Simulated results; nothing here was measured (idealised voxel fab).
process module | voxel ribs on slabs
cross-section cut | 260 nm wide | cells 5 nm
A cross-section is a grid of square cells, given in bands from the top down. A band is one or more rows of cells.
Each band's line starts with the height of the band's top and of its bottom, in nm. Then come its materials from left to right, each with its width in nm. One material with "throughout" fills the band from edge to edge. "air" is empty space.
Height 0 is the level under which the wafer as received is all one material. The lowest band goes on downwards, as in "0 down".
A width such as "30 to 40" changes by the same amount from each row of cells to the next, from the band's top row to its bottom row.
"no change" after a step means that no cell of the cross-section changed.
closed voids: empty space of 8 cells or more with no open way to the top, each as width x height at its distance from the left edge, in nm
after a step's settings: what the simulator itself notes on the step
overlay nm, on a step with a mask: how far to the right of its planned place the mask lay; to the left if negative
plan
1 op RECEIVE | material Si
2 op DIRECTIONAL_DEP | material SiO2 | thk nm 25
3 op DIRECTIONAL_DEP | material SiN | thk nm 20
4 op DIRECTIONAL_DEP | material aC | thk nm 15
5 op PATTERN | tone cover | mask id RIB | material resist | width nm 25 | thk nm 30 | overlay nm 0
6 op DIRECTIONAL_ETCH | etch materials aC | depth nm 15
7 op STRIP | etch materials resist
8 op DIRECTIONAL_ETCH | etch materials SiN | depth nm 15
9 op STRIP | etch materials aC
10 op DIRECTIONAL_DEP | material aC | thk nm 10
11 op PATTERN | tone cover | mask id SLAB | material resist | width nm 75 | thk nm 30 | overlay nm 0
12 op DIRECTIONAL_ETCH | etch materials aC | depth nm 10
13 op STRIP | etch materials resist
14 op DIRECTIONAL_ETCH | etch materials SiN | depth nm 5
15 op STRIP | etch materials aC
16 op FILL_DEP | material SiO2 | thk nm 25
17 op CMP | height nm 65
18 op DIRECTIONAL_DEP | material TiN | thk nm 10
19 op MASKED_ETCH | tone cover | mask id HEATER | width nm 35 | etch materials TiN | depth nm 10 | overlay nm 0
20 op CONFORMAL_DEP | material SiO2 | thk nm 5
as received, after step 1
  0 down: Si throughout
  closed voids: none
a wafer at the end: this start, this plan, one mistake
  75 to 65: air 110 | TiN 35 | air 115
  65 to 45: SiO2 throughout
  45 to 30: SiO2 115 | SiN 25 | SiO2 120
  30 to 25: SiO2 90 | SiN 75 | SiO2 95
  25 to 0: SiO2 throughout
  0 down: Si throughout
  closed voids: none
what went wrong: step 20 was left out
